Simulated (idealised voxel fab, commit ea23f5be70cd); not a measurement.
The process module that follows is named voxel wiring stack.
Square cell edge 5 nm, section width 150 nm, ID cut.
Notation: cross-section as square-cell grid; stated in bands, top first, going down; one or more cell rows per band.
Basically the band line says how high the top is and how high the bottom is, in nm, and then what's in it from left to right, every material with its width in nm. Empty space shows up as "empty", and if a single material carries "throughout" it runs the full band edge to edge.
Below 0: as-received wafer, all one material; heights counted from there. Lowest band: no bottom, goes on down, written "0 nm and below".
A two-number width, for instance "30->40", indicates that the width is equal to the first number in the top row of the band and to the second number in the bottom row, and that it changes by a constant amount per row of cells.
For the purposes of this document, the phrase "left unchanged" attached to a step denotes that no cell within the cross-section was modified by that step.
"Completely sealed voids": sealed empty spaces, 8 cells or more, no open way to top, listed width x height at distance, with distance from the left edge and width, height and distance in nm.
Step line, after settings: the simulator's comment on this step.
"overlay nm" answers the question of how far to the right of plan the mask lay on a step that has a mask, and when it is negative the answer is to the left.

LIST OF PLANNED PROCESS STEPS
1) RECEIVE,material Si
2) CONFORMAL_DEP,material SiO2,thk nm 10
3) DIRECTIONAL_DEP,material TiN,thk nm 5
4) DIRECTIONAL_DEP,material W,thk nm 20
5) DIRECTIONAL_DEP,material aC,thk nm 15
6) PATTERN,tone cover,mask id METAL_1,material resist,width nm 30,pitch nm 50,thk nm 30,overlay nm 0
7) DIRECTIONAL_ETCH,etch materials aC,depth nm 15
8) STRIP,etch materials resist
9) DIRECTIONAL_ETCH,etch materials W,depth nm 20
10) DIRECTIONAL_ETCH,etch materials TiN,depth nm 5
11) STRIP,etch materials aC
12) CONFORMAL_DEP,material SiCN,thk nm 5
13) FILL_DEP,material SiO2,thk nm 5
14) CMP,height nm 35
15) CONFORMAL_DEP,material SiCN,thk nm 5
16) DIRECTIONAL_DEP,material lowk,thk nm 20
17) MASKED_ETCH,tone open,mask id PLUG_1,width nm 15,etch materials lowk,depth nm 20,overlay nm 0
18) MASKED_ETCH,tone open,mask id PLUG_1,width nm 15,etch materials SiCN,depth nm 5,overlay nm 0
19) CONFORMAL_DEP,material TiN,thk nm 5
20) FILL_DEP,material Cu,thk nm 5
21) CMP,height nm 60
22) CONFORMAL_DEP,material SiCN,thk nm 5
23) DIRECTIONAL_DEP,material lowk,thk nm 20
24) MASKED_ETCH,tone open,mask id METAL_2,width nm 30,pitch nm 50,etch materials lowk,depth nm 20,overlay nm 0
25) MASKED_ETCH,tone open,mask id METAL_2,width nm 30,pitch nm 50,etch materials SiCN,depth nm 5,overlay nm 0
26) CONFORMAL_DEP,material TiN,thk nm 5
27) FILL_DEP,material Ru,thk nm 5
28) CMP,height nm 85
29) CONFORMAL_DEP,material SiCN,thk nm 5
30) DIRECTIONAL_DEP,material SiO2,thk nm 10
31) PATTERN,tone open,mask id PLUG_2,material resist,width nm 15,pitch nm 50,thk nm 20,overlay nm 0
32) DIRECTIONAL_ETCH,etch materials SiO2,depth nm 10
33) DIRECTIONAL_ETCH,etch materials SiCN,depth nm 5
34) STRIP,etch materials resist
35) CONFORMAL_DEP,material TiN,thk nm 5
36) FILL_DEP,material Ru,thk nm 10
37) CMP,height nm 100
38) CONFORMAL_DEP,material SiN,thk nm 5
39) DIRECTIONAL_DEP,material SiO2,thk nm 25
40) PATTERN,tone open,mask id METAL_3,material resist,width nm 30,pitch nm 50,thk nm 20,overlay nm 0
41) DIRECTIONAL_ETCH,etch materials SiO2,depth nm 25
42) DIRECTIONAL_ETCH,etch materials SiN,depth nm 5
43) STRIP,etch materials resist
44) CONFORMAL_DEP,material TiN,thk nm 5
45) FILL_DEP,material Cu,thk nm 5
46) CMP,height nm 130
47) CONFORMAL_DEP,material SiCN,thk nm 5
Same starting wafers, different thk nm at step 47. Plan value belongs to the first wafer.

RECEIVED WAFERS, FIRST OF SEVERAL: CROSS-SECTION AFTER STEP 1
- 0 nm and below  Si throughout
- Completely sealed voids: none

TABULATED BELOW, WAFER BY WAFER, ARE THE END-OF-MODULE RESULTS: FOR EACH MATERIAL, THE NUMBER OF CELLS GAINED (+) OR LOST (-) RELATIVE TO THE AS-RECEIVED STATE, FOLLOWED BY THE CLOSED VOIDS
thk nm 5 | +44 Cu | +36 Ru | +133 SiCN | +18 SiN | +254 SiO2 | +97 TiN | +48 W | +180 lowk | Completely sealed voids: none
thk nm 10 | +44 Cu | +36 Ru | +163 SiCN | +18 SiN | +254 SiO2 | +97 TiN | +48 W | +180 lowk | Completely sealed voids: none
thk nm 15 | +44 Cu | +36 Ru | +193 SiCN | +18 SiN | +254 SiO2 | +97 TiN | +48 W | +180 lowk | Completely sealed voids: none
thk nm 20 | +44 Cu | +36 Ru | +223 SiCN | +18 SiN | +254 SiO2 | +97 TiN | +48 W | +180 lowk | Completely sealed voids: none
